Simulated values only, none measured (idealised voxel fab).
The document below concerns the process module designated voxel ribs on slabs.
Section shown: cut. Width: 185 nm. Cell size: 5 nm, square.
Cross-section = grid of square cells, listed top down in bands; band = one or more rows. The band entry comprises the height of the band's top followed by the height of its bottom, expressed in nm, and subsequently the band's materials from left to right, each stated together with its width in nm. Where a single material is marked with the word "edge to edge", that material fills the band from edge to edge. The word "blank" represents empty space. Height is counted from the level 0, under which the received wafer is composed throughout of one material. The lowest of the bands is not closed at the bottom but continues downward, in the notation "z 0 and below". Width: "30->40" (first number = top row, second number = bottom row, same change from row to row of cells). "remained unchanged" means the step left every cell of the cross-section as it was. "Closed-off voids" enumerates empty spaces isolated from the top, with no open way to it, that contain at least 8 cells, giving each as width x height at distance from the left edge, all three in nm. Heads up: the bit after the settings on a step's line is the simulator's remark on that step. For masked steps, "overlay nm" on the step line gives how far right of plan the mask actually lay; a minus sign means it lay to the left.
## Listed below are the process steps as planned
1 RECEIVE | material Si
2 DIRECTIONAL_DEP | material SiO2 | thk nm 25
3 DIRECTIONAL_DEP | material polySi | thk nm 15
4 PATTERN | tone cover | mask id RIB | material resist | width nm 25 | thk nm 15 | overlay nm 0
5 DIRECTIONAL_ETCH | etch materials polySi | depth nm 10
6 STRIP | etch materials resist
7 MASKED_ETCH | tone cover | mask id SLAB | width nm 65 | etch materials polySi | depth nm 5 | overlay nm 0
8 FILL_DEP | material SiO2 | thk nm 20
9 CMP | height nm 50
10 DIRECTIONAL_DEP | material TiN | thk nm 10
11 MASKED_ETCH | tone cover | mask id HEATER | width nm 35 | etch materials TiN | depth nm 10 | overlay nm 0
12 CONFORMAL_DEP | material SiN | thk nm 5
## Cross-sectional view of the wafer in its as-received condition, corresponding to the state after step 1
> z 0 and below | Si edge to edge
> Closed-off voids: none
## Look at the cross-section after the module: the wafer started out the way shown above and the plan was the one shown above, yet one mistake was made along the way
> z 65 to 60 | blank: 70 / SiN: 45 / blank: 70
> z 60 to 55 | blank: 70 / SiN: 5 / TiN: 35 / SiN: 5 / blank: 70
> z 55 to 50 | SiN: 75 / TiN: 35 / SiN: 75
> z 50 to 40 | SiO2: 80 / polySi: 25 / SiO2: 80
> z 40 to 35 | SiO2: 60 / polySi: 65 / SiO2: 60
> z 35 to 25 | polySi edge to edge
> z 25 to 0 | SiO2 edge to edge
> z 0 and below | Si edge to edge
> Closed-off voids: none
Run error: in deviation from the planned setting, step 3 was conducted as DIRECTIONAL_DEP | material polySi | thk nm 25
